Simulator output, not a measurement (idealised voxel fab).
voxel ribs on slabs: a process module
155 nm wide, 5 nm square cells: that's cross-section cut.
Each cross-section below is a grid of square cells, stated as bands in top-down order, with one or more rows of cells making up each band. Heads up on the band format: heights come first, top then bottom, in nm. After that it's the materials left to right, each with its width in nm. A single material flagged "full width" fills the whole band edge to edge, and "blank" means there's empty space there. Where do heights start? At 0: under that level the wafer as delivered is made of one material only. And the lowest band has no floor; it just carries on downward, as in "z 0 and below". Width: "30 to 40" (first number = top row, second number = bottom row, same change from row to row of cells). Where the words "nothing different" appear for a step, the cross-section shows no cell changed by that step; every cell remained as before. This entry, "Sealed voids", enumerates those empty regions of no fewer than 8 cells that possess no open connection to the top. Each region is reported in the form width x height at distance, the distance being taken from the left edge, with all three quantities expressed in nm. Note: text after step settings on the step line = simulator remark on that step. "overlay nm", when on a step's line for a step with a mask, measures how far to the right of its planned place the mask lay; a negative measure means to the left.

# Steps in the process plan
step 1: RECEIVE, material Si
step 2: DIRECTIONAL_DEP, material SiO2, thk nm 30
step 3: DIRECTIONAL_DEP, material polySi, thk nm 15
step 4: MASKED_ETCH, tone cover, mask id RIB, width nm 20, etch materials polySi, depth nm 5, overlay nm 0
step 5: MASKED_ETCH, tone cover, mask id SLAB, width nm 50, etch materials polySi, depth nm 10, overlay nm 0
step 6: FILL_DEP, material SiO2, thk nm 25
step 7: CMP, height nm 60
step 8: DIRECTIONAL_DEP, material TiN, thk nm 5
step 9: PATTERN, tone cover, mask id HEATER, material resist, width nm 30, thk nm 20, overlay nm 0
step 10: DIRECTIONAL_ETCH, etch materials TiN, depth nm 5
step 11: STRIP, etch materials resist
step 12: CONFORMAL_DEP, material SiO2, thk nm 10

# First of two wafers: run as planned

# Wafer as received: cross-section following step 1
  z 0 and below: Si full width
  Sealed voids: none

# Cross-sectional representation of the wafer at the conclusion of step 2
  z 30 to 0: SiO2 full width
  Under the height 0 nothing was changed.

# Cross-sectional representation of the wafer at the conclusion of step 3
  z 45 to 30: polySi full width
  Under the height 30 nothing was changed.

# Cross-sectional representation of the wafer at the conclusion of step 4
  z 45 to 40: 65 of blank, 20 of polySi, 70 of blank
  Under the height 40 nothing was changed.

# Cross-sectional representation of the wafer at the conclusion of step 5
  z 45 to 40: 65 of blank, 20 of polySi, 70 of blank
  z 40 to 30: 50 of blank, 50 of polySi, 55 of blank
  Under the height 30 nothing was changed.

# Cross-sectional representation of the wafer at the conclusion of step 6
  z 70 to 45: SiO2 full width
  z 45 to 40: 65 of SiO2, 20 of polySi, 70 of SiO2
  z 40 to 30: 50 of SiO2, 50 of polySi, 55 of SiO2
  Under the height 30 nothing was changed.

# Cross-sectional representation of the wafer at the conclusion of step 7
  z 60 to 45: SiO2 full width
  Under the height 45 nothing was changed.

# Cross-sectional representation of the wafer at the conclusion of step 8
  z 65 to 60: TiN full width
  Under the height 60 nothing was changed.

# Cross-sectional representation of the wafer at the conclusion of step 9
  z 85 to 65: 60 of blank, 30 of resist, 65 of blank
  Under the height 65 nothing was changed.

# Cross-sectional representation of the wafer at the conclusion of step 10
  z 85 to 65: 60 of blank, 30 of resist, 65 of blank
  z 65 to 60: 60 of blank, 30 of TiN, 65 of blank
  Under the height 60 nothing was changed.

# Cross-sectional representation of the wafer at the conclusion of step 11
  z 65 to 60: 60 of blank, 30 of TiN, 65 of blank
  Under the height 60 nothing was changed.

# Cross-sectional representation of the wafer at the conclusion of step 12
  z 75 to 70: 50 of blank, 50 of SiO2, 55 of blank
  z 70 to 65: SiO2 full width
  z 65 to 60: 60 of SiO2, 30 of TiN, 65 of SiO2
  Under the height 60 nothing was changed.

# Wafer two: like wafer one in start and plan, but with one mistake in execution; identical up to and including step 11

Cross-sectional view of the second wafer at the intended end time of process step 12: nothing different
What was done differently from what was planned? the plan's step 12 was left out and never carried out
Final tally in cells, some materials are higher or lower on the second wafer than on the first: -66 SiO2
